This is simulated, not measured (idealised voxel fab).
Proc. module: voxel lift off
Square cell edge 5 nm, section width 170 nm, ID cut.
This document writes a cross-section as a grid whose cells are square, and gives it as bands, listed from the top down; one or more rows of cells form a band.
This entry defines a band. It first specifies the height of the band's top and the height of its bottom in nm, and then specifies the band's materials from left to right, stating each material with its width in nm. The word "throughout" identifies a single material that fills the band from edge to edge, while the word "blank" identifies empty space.
Height 0 is the level under which the wafer as received is all one material. The lowest band goes on downwards, as in "from 0 down".
Per-row width for "30->40": begins at first number (top row of band), ends at second number (bottom row), increment between rows held constant.
Where the words "changes: none" appear for a step, the cross-section shows no cell changed by that step; every cell remained as before.
You'll see "Closed void listing" listing empty spaces that have no way open to the top, as long as they're 8 cells or more; the notation is width x height at distance, where the distance is from the left edge, and all of it is in nm.
It should be noted that, on the line of a given step, the content following the step's settings is a remark produced by the simulator itself with respect to that step.
overlay nm: how far to the right of its planned place the mask lay on this masked step (negative: to the left).

This section lists the process steps that were planned:
| 1 | RECEIVE,material Si |
| 2 | CONFORMAL_DEP,material Al2O3,thk nm 15 |
| 3 | PATTERN,tone open,mask id LINES,material resist,width nm 15,pitch nm 50,thk nm 30,overlay nm 0 |
| 4 | DIRECTIONAL_DEP,material Ru,thk nm 15 |
| 5 | STRIP,etch materials resist |
| 6 | CONFORMAL_DEP,material SiN,thk nm 5 |
It is noted that the wafers described herein are identical at the outset and are distinguished by the width nm of step 3; the value stated in the plan corresponds to the first wafer.

As-received state after step 1, first of several wafers, cross-section:
from 0 down: Si throughout
Closed void listing: none

Gained (+) or lost (-) cells of each material since receipt, then closed voids: one row per wafer, at the end of the module:
width nm 15 | +102 Al2O3 | +18 Ru | +46 SiN | Closed void listing: none
width nm 20 | +102 Al2O3 | +24 Ru | +46 SiN | Closed void listing: none
width nm 25 | +102 Al2O3 | +30 Ru | +46 SiN | Closed void listing: none
width nm 30 | +102 Al2O3 | +36 Ru | +46 SiN | Closed void listing: none
width nm 35 | +102 Al2O3 | +42 Ru | +46 SiN | Closed void listing: none
